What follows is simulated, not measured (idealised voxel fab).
process module | voxel gate over fins
cross-section cut | 270 nm wide | cells 5 nm
A cross-section is a grid of square cells, given in bands from the top down. A band is one or more rows of cells.
Each band's line starts with the height of the band's top and of its bottom, in nm. Then come its materials from left to right, each with its width in nm. One material with "throughout" fills the band from edge to edge. "air" is empty space.
Height 0 is the level under which the wafer as received is all one material. The lowest band goes on downwards, as in "0 down".
A width such as "30 to 40" changes by the same amount from each row of cells to the next, from the band's top row to its bottom row.
"no change" after a step means that no cell of the cross-section changed.
closed voids: empty space of 8 cells or more with no open way to the top, each as width x height at its distance from the left edge, in nm
after a step's settings: what the simulator itself notes on the step
overlay nm, on a step with a mask: how far to the right of its planned place the mask lay; to the left if negative
plan
1 op RECEIVE | material Si
2 op CONFORMAL_DEP | material SiN | thk nm 5
3 op PATTERN | tone cover | mask id FINS | material resist | width nm 15 | pitch nm 40 | thk nm 15 | overlay nm 0
4 op DIRECTIONAL_ETCH | etch materials SiN | depth nm 5
5 op DIRECTIONAL_ETCH | etch materials Si | depth nm 35
6 op STRIP | etch materials resist
7 op OXIDIZE | depth nm 5
8 op FILL_DEP | material SiO2 | thk nm 15
9 op CMP | height nm 5
10 op SELECTIVE_ETCH | etch materials SiO2 | depth nm 15
11 op STRIP | etch materials SiN
12 op CONFORMAL_DEP | material HfO2 | thk nm 5
13 op CONFORMAL_DEP | material TiN | thk nm 5
14 op CONFORMAL_DEP | material TiAl | thk nm 5
15 op CONFORMAL_DEP | material TiN | thk nm 5
16 op FILL_DEP | material W | thk nm 15
17 op CMP | height nm 30
18 op CONFORMAL_DEP | material SiN | thk nm 10
as received, after step 1
  0 down: Si throughout
  closed voids: none
first wafer at the end, as planned
  40 to 30: SiN throughout
  30 to 20: W throughout
  20 to 15: W 70 | TiN 125 | W 75
  15 to 10: W 70 | TiN 5 | TiAl 35 | TiN 5 | TiAl 35 | TiN 5 | TiAl 35 | TiN 5 | W 75
  10 to 5: TiN 75 | TiAl 5 | TiN 25 | TiAl 5 | TiN 5 | TiAl 5 | TiN 25 | TiAl 5 | TiN 5 | TiAl 5 | TiN 25 | TiAl 5 | TiN 80
  5 to 0: TiAl 80 | TiN 5 | HfO2 15 | TiN 5 | TiAl 15 | TiN 5 | HfO2 15 | TiN 5 | TiAl 15 | TiN 5 | HfO2 15 | TiN 5 | TiAl 85
  0 to -5: TiN 85 | HfO2 5 | Si 5 | HfO2 5 | TiN 25 | HfO2 5 | Si 5 | HfO2 5 | TiN 25 | HfO2 5 | Si 5 | HfO2 5 | TiN 90
  -5 to -10: HfO2 90 | Si 5 | HfO2 35 | Si 5 | HfO2 35 | Si 5 | HfO2 95
  -10 to -40: SiO2 90 | Si 5 | SiO2 35 | Si 5 | SiO2 35 | Si 5 | SiO2 95
  -40 down: Si throughout
  closed voids: none
second wafer at the end: like start, like plan, one mistake
  40 to 30: SiN throughout
  30 to 20: W throughout
  20 to 15: W 70 | TiN 125 | W 75
  15 to 10: W 70 | TiN 5 | TiAl 35 | TiN 5 | TiAl 35 | TiN 5 | TiAl 35 | TiN 5 | W 75
  10 to 5: TiN 75 | TiAl 5 | TiN 25 | TiAl 5 | TiN 5 | TiAl 5 | TiN 25 | TiAl 5 | TiN 5 | TiAl 5 | TiN 25 | TiAl 5 | TiN 80
  5 to 0: TiAl 80 | TiN 5 | SiN 15 | TiN 5 | TiAl 15 | TiN 5 | SiN 15 | TiN 5 | TiAl 15 | TiN 5 | SiN 15 | TiN 5 | TiAl 85
  0 to -5: TiN 85 | SiN 5 | Si 5 | SiN 5 | TiN 25 | SiN 5 | Si 5 | SiN 5 | TiN 25 | SiN 5 | Si 5 | SiN 5 | TiN 90
  -5 to -10: SiN 90 | Si 5 | SiN 35 | Si 5 | SiN 35 | Si 5 | SiN 95
  -10 to -40: SiO2 90 | Si 5 | SiO2 35 | Si 5 | SiO2 35 | Si 5 | SiO2 95
  -40 down: Si throughout
  closed voids: none
what went wrong: step 12 ran as: op CONFORMAL_DEP | material SiN | thk nm 5
at the end the second wafer has, in cells: 66 fewer of HfO2 | 66 more of SiN
